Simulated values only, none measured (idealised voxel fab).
This is a process module. Its name is voxel self aligned vias.
Xsec cut, 205 nm wide, square cell size 5 nm.
Cross-sections here: square-cell grids, written as top-down lists of bands, a band being one or more rows of cells.
Heads up on the band format: heights come first, top then bottom, in nm. After that it's the materials left to right, each with its width in nm. A single material flagged "everywhere" fills the whole band edge to edge, and "air" means there's empty space there.
Height reference: 0 = level under which incoming wafer is all one material. Lowest band: no bottom, runs on downward, e.g. "0..down".
Note: "30->40" means the width goes from the first number (top row of the band) to the second number (bottom row) in equal steps per row of cells.
"no change" for a step: no cell of the cross-section changed in that step.
Listed in "Sealed internal cavities": every empty space of 8 or more cells without an open way to the top. Form: width x height at distance, the distance being from the left edge, all in nm.
If you see something after the settings on a step's line, that's the simulator's own remark about that step.
overlay nm: mask right of planned place by this much (step with mask). Neg. = left.
-- Process steps (planned)
1. RECEIVE with material Si
2. CONFORMAL_DEP with material SiO2, thk nm 10
3. CONFORMAL_DEP with material SiCN, thk nm 5
4. DIRECTIONAL_DEP with material lowk, thk nm 20
5. PATTERN with tone open, mask id LINES, material resist, width nm 25, pitch nm 65, thk nm 20, overlay nm 0
6. DIRECTIONAL_ETCH with etch materials lowk, depth nm 20
7. STRIP with etch materials resist
8. CONFORMAL_DEP with material TiN, thk nm 5
9. FILL_DEP with material Ru, thk nm 5
10. CMP with height nm 35
11. SELECTIVE_ETCH with etch materials W Ru TiN, depth nm 10
12. FILL_DEP with material SiN, thk nm 5
13. CMP with height nm 35
14. DIRECTIONAL_DEP with material lowk, thk nm 15
15. DIRECTIONAL_DEP with material aC, thk nm 10
16. PATTERN with tone open, mask id VIAS, material resist, width nm 45, thk nm 25, overlay nm 0
17. DIRECTIONAL_ETCH with etch materials aC, depth nm 10
18. STRIP with etch materials resist
19. DIRECTIONAL_ETCH with etch materials lowk, depth nm 15
20. DIRECTIONAL_ETCH with etch materials SiN, depth nm 10
21. STRIP with etch materials aC
22. CONFORMAL_DEP with material TiN, thk nm 5
23. FILL_DEP with material Cu, thk nm 5
24. CMP with height nm 50
25. CONFORMAL_DEP with material SiN, thk nm 5
-- As-received state of the wafer in cross-section, equivalent to post-step 1
> 0..down  Si everywhere
> Sealed internal cavities: none
-- Cross-section: first of two wafers, module finished, run according to plan
> 55..50  SiN everywhere
> 50..40  lowk 45 nm / TiN 5 nm / Cu 35 nm / TiN 5 nm / lowk 115 nm
> 40..35  lowk 45 nm / TiN 15 nm / Cu 15 nm / TiN 15 nm / lowk 115 nm
> 35..30  lowk 55 nm / TiN 5 nm / Cu 15 nm / TiN 5 nm / lowk 40 nm / SiN 25 nm / lowk 60 nm
> 30..25  lowk 55 nm / TiN 25 nm / lowk 40 nm / SiN 25 nm / lowk 60 nm
> 25..20  lowk 55 nm / TiN 5 nm / Ru 15 nm / TiN 5 nm / lowk 40 nm / TiN 5 nm / Ru 15 nm / TiN 5 nm / lowk 60 nm
> 20..15  lowk 55 nm / TiN 25 nm / lowk 40 nm / TiN 25 nm / lowk 60 nm
> 15..10  SiCN everywhere
> 10..0  SiO2 everywhere
> 0..down  Si everywhere
> Sealed internal cavities: none
-- End of module, second wafer, cross-section. Started like the first, planned like the first, run with one mistake
> 55..50  SiN everywhere
> 50..40  lowk 45 nm / TiN 5 nm / Cu 35 nm / TiN 5 nm / lowk 115 nm
> 40..35  lowk 45 nm / TiN 15 nm / Cu 15 nm / TiN 15 nm / lowk 115 nm
> 35..30  lowk 55 nm / TiN 5 nm / Cu 15 nm / TiN 5 nm / lowk 40 nm / SiN 25 nm / lowk 60 nm
> 30..25  lowk 55 nm / TiN 25 nm / lowk 40 nm / SiN 25 nm / lowk 60 nm
> 25..20  lowk 55 nm / TiN 5 nm / Ru 15 nm / TiN 5 nm / lowk 40 nm / TiN 5 nm / Ru 15 nm / TiN 5 nm / lowk 60 nm
> 20..15  lowk 55 nm / TiN 25 nm / lowk 40 nm / TiN 25 nm / lowk 60 nm
> 15..5  SiO2 everywhere
> 5..0  SiCN everywhere
> 0..down  Si everywhere
> Sealed internal cavities: none
Where did the run depart from the plan? steps 2 and 3: order swapped relative to plan
at the end the second wafer has, in cells: as many of each material as the first, in other places
